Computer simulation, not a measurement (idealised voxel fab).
The process module that follows is named voxel air gaps.
The width of the displayed cross-section, cut, is 280 nm; its cells are square, with a size of 5 nm.
Format of a cross-section: grid, square cells. Given as bands. Order: top down. Band: one or more rows of cells. What a band's entry tells you: where the top is and where the bottom is, as heights in nm, and after that what lies inside, material by material from left to right, each with its width in nm. Empty space is written as the word "empty", and a single material marked with the word "edge to edge" occupies the band from edge to edge. Heights are measured from 0, the level below which the as-received wafer is all one material; the lowest band has no bottom and continues downward, written as in "from 0 down". Note: "30->40" means the width goes from the first number (top row of the band) to the second number (bottom row) in equal steps per row of cells. Take "no alteration" at face value: in the step it is given for, the cross-section changed in none of its cells. Any empty space of 8 cells or more lacking an open way to the top shows up in "Sealed void inventory" as width x height at distance, distance from the left edge, in nm. Read whatever lies past the settings on a step's line as the simulator's own remark about the step. When a step includes a mask, the "overlay nm" setting on its line states how far to the right of its planned place that mask lay, and negative values state how far to the left.
Steps in the process plan:
1: RECEIVE (material Si)
2: CONFORMAL_DEP (material SiO2; thk nm 15)
3: CONFORMAL_DEP (material SiCN; thk nm 5)
4: DIRECTIONAL_DEP (material lowk; thk nm 30)
5: DIRECTIONAL_DEP (material aC; thk nm 15)
6: PATTERN (tone open; mask id LINES; material resist; width nm 20; pitch nm 50; thk nm 30; overlay nm 0)
7: DIRECTIONAL_ETCH (etch materials aC; depth nm 15)
8: STRIP (etch materials resist)
9: DIRECTIONAL_ETCH (etch materials lowk; depth nm 30)
10: STRIP (etch materials aC)
11: CONFORMAL_DEP (material TiN; thk nm 5)
12: FILL_DEP (material Cu; thk nm 5)
13: CMP (height nm 50)
14: EPI (material Ru; thk nm 10)
15: SELECTIVE_ETCH (etch materials lowk; depth nm 40)
16: CONFORMAL_DEP (material SiCN; thk nm 5)
The first of a set of two wafers, run to plan:
As-received wafer cross-section (after step 1):
	from 0 down | Si edge to edge
	Sealed void inventory: none
Cross-sectional representation of the wafer at the conclusion of step 2:
	from 15 to 0 | SiO2 edge to edge
	Below 0 it's all the same as before, nothing changed down there.
Cross-sectional representation of the wafer at the conclusion of step 3:
	from 20 to 15 | SiCN edge to edge
	Below 15 it's all the same as before, nothing changed down there.
Cross-sectional representation of the wafer at the conclusion of step 4:
	from 50 to 20 | lowk edge to edge
	Below 20 it's all the same as before, nothing changed down there.
Cross-sectional representation of the wafer at the conclusion of step 5:
	from 65 to 50 | aC edge to edge
	Below 50 it's all the same as before, nothing changed down there.
Cross-sectional representation of the wafer at the conclusion of step 6:
	from 95 to 65 | resist 55 nm  empty 20 nm  resist 30 nm  empty 20 nm  resist 30 nm  empty 20 nm  resist 30 nm  empty 20 nm  resist 55 nm
	Below 65 it's all the same as before, nothing changed down there.
Cross-sectional representation of the wafer at the conclusion of step 7:
	from 80 to 65 | resist 55 nm  empty 20 nm  resist 30 nm  empty 20 nm  resist 30 nm  empty 20 nm  resist 30 nm  empty 20 nm  resist 55 nm
	from 65 to 50 | aC 55 nm  empty 20 nm  aC 30 nm  empty 20 nm  aC 30 nm  empty 20 nm  aC 30 nm  empty 20 nm  aC 55 nm
	Below 50 it's all the same as before, nothing changed down there.
Cross-sectional representation of the wafer at the conclusion of step 8:
	from 65 to 50 | aC 55 nm  empty 20 nm  aC 30 nm  empty 20 nm  aC 30 nm  empty 20 nm  aC 30 nm  empty 20 nm  aC 55 nm
	Below 50 it's all the same as before, nothing changed down there.
Cross-sectional representation of the wafer at the conclusion of step 9:
	from 65 to 50 | aC 55 nm  empty 20 nm  aC 30 nm  empty 20 nm  aC 30 nm  empty 20 nm  aC 30 nm  empty 20 nm  aC 55 nm
	from 50 to 20 | lowk 55 nm  empty 20 nm  lowk 30 nm  empty 20 nm  lowk 30 nm  empty 20 nm  lowk 30 nm  empty 20 nm  lowk 55 nm
	Below 20 it's all the same as before, nothing changed down there.
Cross-sectional representation of the wafer at the conclusion of step 10:
	from 50 to 20 | lowk 55 nm  empty 20 nm  lowk 30 nm  empty 20 nm  lowk 30 nm  empty 20 nm  lowk 30 nm  empty 20 nm  lowk 55 nm
	Below 20 it's all the same as before, nothing changed down there.
Cross-sectional representation of the wafer at the conclusion of step 11:
	from 55 to 50 | TiN 60 nm  empty 10 nm  TiN 40 nm  empty 10 nm  TiN 40 nm  empty 10 nm  TiN 40 nm  empty 10 nm  TiN 60 nm
	from 50 to 25 | lowk 55 nm  TiN 5 nm  empty 10 nm  TiN 5 nm  lowk 30 nm  TiN 5 nm  empty 10 nm  TiN 5 nm  lowk 30 nm  TiN 5 nm  empty 10 nm  TiN 5 nm  lowk 30 nm  TiN 5 nm  empty 10 nm  TiN 5 nm  lowk 55 nm
	from 25 to 20 | lowk 55 nm  TiN 20 nm  lowk 30 nm  TiN 20 nm  lowk 30 nm  TiN 20 nm  lowk 30 nm  TiN 20 nm  lowk 55 nm
	Below 20 it's all the same as before, nothing changed down there.
Cross-sectional representation of the wafer at the conclusion of step 12:
	from 60 to 55 | Cu edge to edge
	from 55 to 50 | TiN 60 nm  Cu 10 nm  TiN 40 nm  Cu 10 nm  TiN 40 nm  Cu 10 nm  TiN 40 nm  Cu 10 nm  TiN 60 nm
	from 50 to 25 | lowk 55 nm  TiN 5 nm  Cu 10 nm  TiN 5 nm  lowk 30 nm  TiN 5 nm  Cu 10 nm  TiN 5 nm  lowk 30 nm  TiN 5 nm  Cu 10 nm  TiN 5 nm  lowk 30 nm  TiN 5 nm  Cu 10 nm  TiN 5 nm  lowk 55 nm
	Below 25 it's all the same as before, nothing changed down there.
Cross-sectional representation of the wafer at the conclusion of step 13:
	from 50 to 25 | lowk 55 nm  TiN 5 nm  Cu 10 nm  TiN 5 nm  lowk 30 nm  TiN 5 nm  Cu 10 nm  TiN 5 nm  lowk 30 nm  TiN 5 nm  Cu 10 nm  TiN 5 nm  lowk 30 nm  TiN 5 nm  Cu 10 nm  TiN 5 nm  lowk 55 nm
	Below 25 it's all the same as before, nothing changed down there.
Cross-sectional representation of the wafer at the conclusion of step 14:
	from 60 to 50 | empty 45 nm  Ru 40 nm  empty 10 nm  Ru 40 nm  empty 10 nm  Ru 40 nm  empty 10 nm  Ru 40 nm  empty 45 nm
	Below 50 it's all the same as before, nothing changed down there.
Cross-sectional representation of the wafer at the conclusion of step 15:
	from 60 to 50 | empty 45 nm  Ru 40 nm  empty 10 nm  Ru 40 nm  empty 10 nm  Ru 40 nm  empty 10 nm  Ru 40 nm  empty 45 nm
	from 50 to 25 | empty 55 nm  TiN 5 nm  Cu 10 nm  TiN 5 nm  empty 30 nm  TiN 5 nm  Cu 10 nm  TiN 5 nm  empty 30 nm  TiN 5 nm  Cu 10 nm  TiN 5 nm  empty 30 nm  TiN 5 nm  Cu 10 nm  TiN 5 nm  empty 55 nm
	from 25 to 20 | empty 55 nm  TiN 20 nm  empty 30 nm  TiN 20 nm  empty 30 nm  TiN 20 nm  empty 30 nm  TiN 20 nm  empty 55 nm
	Below 20 it's all the same as before, nothing changed down there.
Cross-sectional representation of the wafer at the conclusion of step 16:
	from 65 to 60 | empty 40 nm  SiCN 200 nm  empty 40 nm
	from 60 to 50 | empty 40 nm  SiCN 5 nm  Ru 40 nm  SiCN 10 nm  Ru 40 nm  SiCN 10 nm  Ru 40 nm  SiCN 10 nm  Ru 40 nm  SiCN 5 nm  empty 40 nm
	from 50 to 45 | empty 40 nm  SiCN 15 nm  TiN 5 nm  Cu 10 nm  TiN 5 nm  SiCN 30 nm  TiN 5 nm  Cu 10 nm  TiN 5 nm  SiCN 30 nm  TiN 5 nm  Cu 10 nm  TiN 5 nm  SiCN 30 nm  TiN 5 nm  Cu 10 nm  TiN 5 nm  SiCN 15 nm  empty 40 nm
	from 45 to 25 | empty 50 nm  SiCN 5 nm  TiN 5 nm  Cu 10 nm  TiN 5 nm  SiCN 5 nm  empty 20 nm  SiCN 5 nm  TiN 5 nm  Cu 10 nm  TiN 5 nm  SiCN 5 nm  empty 20 nm  SiCN 5 nm  TiN 5 nm  Cu 10 nm  TiN 5 nm  SiCN 5 nm  empty 20 nm  SiCN 5 nm  TiN 5 nm  Cu 10 nm  TiN 5 nm  SiCN 5 nm  empty 50 nm
	from 25 to 20 | SiCN 55 nm  TiN 20 nm  SiCN 30 nm  TiN 20 nm  SiCN 30 nm  TiN 20 nm  SiCN 30 nm  TiN 20 nm  SiCN 55 nm
	Below 20 it's all the same as before, nothing changed down there.
	Sealed void inventory: 20 x 20 at 80; 20 x 20 at 130; 20 x 20 at 180
The second wafer was prepared from the same starting point and under the same plan as the first; its processing contained one mistake, and it remains indistinguishable from the first wafer up to and including step 1:
Cross-section, second wafer, at the end time the plan gives for step 2:
	from 15 to 0 | aC edge to edge
	Below 0 it's all the same as before, nothing changed down there.
Cross-section, second wafer, at the end time the plan gives for step 3:
	from 20 to 15 | SiCN edge to edge
	Below 15 it's all the same as before, nothing changed down there.
Cross-section, second wafer, at the end time the plan gives for step 4:
	from 50 to 20 | lowk edge to edge
	Below 20 it's all the same as before, nothing changed down there.
Cross-section, second wafer, at the end time the plan gives for step 5:
	from 65 to 50 | aC edge to edge
	Below 50 it's all the same as before, nothing changed down there.
Cross-section, second wafer, at the end time the plan gives for step 6:
	from 95 to 65 | resist 55 nm  empty 20 nm  resist 30 nm  empty 20 nm  resist 30 nm  empty 20 nm  resist 30 nm  empty 20 nm  resist 55 nm
	Below 65 it's all the same as before, nothing changed down there.
Cross-section, second wafer, at the end time the plan gives for step 7:
	from 80 to 65 | resist 55 nm  empty 20 nm  resist 30 nm  empty 20 nm  resist 30 nm  empty 20 nm  resist 30 nm  empty 20 nm  resist 55 nm
	from 65 to 50 | aC 55 nm  empty 20 nm  aC 30 nm  empty 20 nm  aC 30 nm  empty 20 nm  aC 30 nm  empty 20 nm  aC 55 nm
	Below 50 it's all the same as before, nothing changed down there.
Cross-section, second wafer, at the end time the plan gives for step 8:
	from 65 to 50 | aC 55 nm  empty 20 nm  aC 30 nm  empty 20 nm  aC 30 nm  empty 20 nm  aC 30 nm  empty 20 nm  aC 55 nm
	Below 50 it's all the same as before, nothing changed down there.
Cross-section, second wafer, at the end time the plan gives for step 9:
	from 65 to 50 | aC 55 nm  empty 20 nm  aC 30 nm  empty 20 nm  aC 30 nm  empty 20 nm  aC 30 nm  empty 20 nm  aC 55 nm
	from 50 to 20 | lowk 55 nm  empty 20 nm  lowk 30 nm  empty 20 nm  lowk 30 nm  empty 20 nm  lowk 30 nm  empty 20 nm  lowk 55 nm
	Below 20 it's all the same as before, nothing changed down there.
Cross-section, second wafer, at the end time the plan gives for step 10:
	from 50 to 20 | lowk 55 nm  empty 20 nm  lowk 30 nm  empty 20 nm  lowk 30 nm  empty 20 nm  lowk 30 nm  empty 20 nm  lowk 55 nm
	Below 20 it's all the same as before, nothing changed down there.
Cross-section, second wafer, at the end time the plan gives for step 11:
	from 55 to 50 | TiN 60 nm  empty 10 nm  TiN 40 nm  empty 10 nm  TiN 40 nm  empty 10 nm  TiN 40 nm  empty 10 nm  TiN 60 nm
	from 50 to 25 | lowk 55 nm  TiN 5 nm  empty 10 nm  TiN 5 nm  lowk 30 nm  TiN 5 nm  empty 10 nm  TiN 5 nm  lowk 30 nm  TiN 5 nm  empty 10 nm  TiN 5 nm  lowk 30 nm  TiN 5 nm  empty 10 nm  TiN 5 nm  lowk 55 nm
	from 25 to 20 | lowk 55 nm  TiN 20 nm  lowk 30 nm  TiN 20 nm  lowk 30 nm  TiN 20 nm  lowk 30 nm  TiN 20 nm  lowk 55 nm
	Below 20 it's all the same as before, nothing changed down there.
Cross-section, second wafer, at the end time the plan gives for step 12:
	from 60 to 55 | Cu edge to edge
	from 55 to 50 | TiN 60 nm  Cu 10 nm  TiN 40 nm  Cu 10 nm  TiN 40 nm  Cu 10 nm  TiN 40 nm  Cu 10 nm  TiN 60 nm
	from 50 to 25 | lowk 55 nm  TiN 5 nm  Cu 10 nm  TiN 5 nm  lowk 30 nm  TiN 5 nm  Cu 10 nm  TiN 5 nm  lowk 30 nm  TiN 5 nm  Cu 10 nm  TiN 5 nm  lowk 30 nm  TiN 5 nm  Cu 10 nm  TiN 5 nm  lowk 55 nm
	Below 25 it's all the same as before, nothing changed down there.
Cross-section, second wafer, at the end time the plan gives for step 13:
	from 50 to 25 | lowk 55 nm  TiN 5 nm  Cu 10 nm  TiN 5 nm  lowk 30 nm  TiN 5 nm  Cu 10 nm  TiN 5 nm  lowk 30 nm  TiN 5 nm  Cu 10 nm  TiN 5 nm  lowk 30 nm  TiN 5 nm  Cu 10 nm  TiN 5 nm  lowk 55 nm
	Below 25 it's all the same as before, nothing changed down there.
Cross-section, second wafer, at the end time the plan gives for step 14:
	from 60 to 50 | empty 45 nm  Ru 40 nm  empty 10 nm  Ru 40 nm  empty 10 nm  Ru 40 nm  empty 10 nm  Ru 40 nm  empty 45 nm
	Below 50 it's all the same as before, nothing changed down there.
Cross-section, second wafer, at the end time the plan gives for step 15:
	from 60 to 50 | empty 45 nm  Ru 40 nm  empty 10 nm  Ru 40 nm  empty 10 nm  Ru 40 nm  empty 10 nm  Ru 40 nm  empty 45 nm
	from 50 to 25 | empty 55 nm  TiN 5 nm  Cu 10 nm  TiN 5 nm  empty 30 nm  TiN 5 nm  Cu 10 nm  TiN 5 nm  empty 30 nm  TiN 5 nm  Cu 10 nm  TiN 5 nm  empty 30 nm  TiN 5 nm  Cu 10 nm  TiN 5 nm  empty 55 nm
	from 25 to 20 | empty 55 nm  TiN 20 nm  empty 30 nm  TiN 20 nm  empty 30 nm  TiN 20 nm  empty 30 nm  TiN 20 nm  empty 55 nm
	Below 20 it's all the same as before, nothing changed down there.
Cross-section, second wafer, at the end time the plan gives for step 16:
	from 65 to 60 | empty 40 nm  SiCN 200 nm  empty 40 nm
	from 60 to 50 | empty 40 nm  SiCN 5 nm  Ru 40 nm  SiCN 10 nm  Ru 40 nm  SiCN 10 nm  Ru 40 nm  SiCN 10 nm  Ru 40 nm  SiCN 5 nm  empty 40 nm
	from 50 to 45 | empty 40 nm  SiCN 15 nm  TiN 5 nm  Cu 10 nm  TiN 5 nm  SiCN 30 nm  TiN 5 nm  Cu 10 nm  TiN 5 nm  SiCN 30 nm  TiN 5 nm  Cu 10 nm  TiN 5 nm  SiCN 30 nm  TiN 5 nm  Cu 10 nm  TiN 5 nm  SiCN 15 nm  empty 40 nm
	from 45 to 25 | empty 50 nm  SiCN 5 nm  TiN 5 nm  Cu 10 nm  TiN 5 nm  SiCN 5 nm  empty 20 nm  SiCN 5 nm  TiN 5 nm  Cu 10 nm  TiN 5 nm  SiCN 5 nm  empty 20 nm  SiCN 5 nm  TiN 5 nm  Cu 10 nm  TiN 5 nm  SiCN 5 nm  empty 20 nm  SiCN 5 nm  TiN 5 nm  Cu 10 nm  TiN 5 nm  SiCN 5 nm  empty 50 nm
	from 25 to 20 | SiCN 55 nm  TiN 20 nm  SiCN 30 nm  TiN 20 nm  SiCN 30 nm  TiN 20 nm  SiCN 30 nm  TiN 20 nm  SiCN 55 nm
	Below 20 it's all the same as before, nothing changed down there.
	Sealed void inventory: 20 x 20 at 80; 20 x 20 at 130; 20 x 20 at 180
The mistake made against the process plan was this: step 2 was not run as planned; what actually ran was CONFORMAL_DEP (material aC; thk nm 15)
The closing comparison, in cells, has the second wafer with more or fewer of some materials than the first: SiO2 -168 | aC +168
